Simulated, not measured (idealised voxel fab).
Name of the process module below: voxel spacer lines
The figure presents cross-section cut, which has a width of 160 nm and is divided into square cells with an edge length of 5 nm.
The cross-sections in this document take the form of a grid made of square cells. They are written out as bands, in order from top to bottom. Each band consists of one or more rows of cells. Heads up on the band format: heights come first, top then bottom, in nm. After that it's the materials left to right, each with its width in nm. A single material flagged "all across" fills the whole band edge to edge, and "blank" means there's empty space there. Basically, 0 is our baseline, since under it the wafer straight out of the box is all one material. The bottom band has no lower end and keeps on going down, so it looks like "0 and below". Width: "30..40" (first number = top row, second number = bottom row, same change from row to row of cells). Any step labelled "everything unchanged" changed none of the cells in the cross-section. The entry "Entrapped voids" lists the empty spaces that cover at least 8 cells and have no open path to the top. Each is written as width x height at distance, where the distance is measured from the left edge and all three values are in nm. Text after the settings on a step's line: the simulator's own remark on that step. The optional step-line setting "overlay nm" applies to steps with a mask and quantifies how far to the right of its planned location the mask lay, a negative value indicating leftward placement.

These are the steps we planned for the process:
| 1 | RECEIVE (material Si) |
| 2 | CONFORMAL_DEP (material Al2O3; thk nm 5) |
| 3 | DIRECTIONAL_DEP (material polySi; thk nm 20) |
| 4 | DIRECTIONAL_DEP (material aC; thk nm 20) |
| 5 | PATTERN (tone cover; mask id MANDREL; material resist; width nm 25; pitch nm 80; thk nm 30; overlay nm 0) |
| 6 | DIRECTIONAL_ETCH (etch materials aC; depth nm 20) |
| 7 | STRIP (etch materials resist) |
| 8 | CONFORMAL_DEP (material SiN; thk nm 15) |
| 9 | DIRECTIONAL_ETCH (etch materials SiN; depth nm 15) |
| 10 | STRIP (etch materials aC) |
| 11 | DIRECTIONAL_ETCH (etch materials polySi; depth nm 20) |
| 12 | STRIP (etch materials SiN) |

As-received state of the wafer in cross-section, equivalent to post-step 1:
    0 and below | Si all across
    Entrapped voids: none

Cross-section at module end, one run error; start and plan unchanged from above:
    25 down to 5 | blank: 25, polySi: 25, blank: 55, polySi: 25, blank: 30
    5 down to 0 | Al2O3 all across
    0 and below | Si all across
    Entrapped voids: none
Short version of what went wrong: step 5 ran with different settings than intended, the actual operation and settings being PATTERN (tone open; mask id MANDREL; material resist; width nm 25; pitch nm 80; thk nm 30; overlay nm 0)
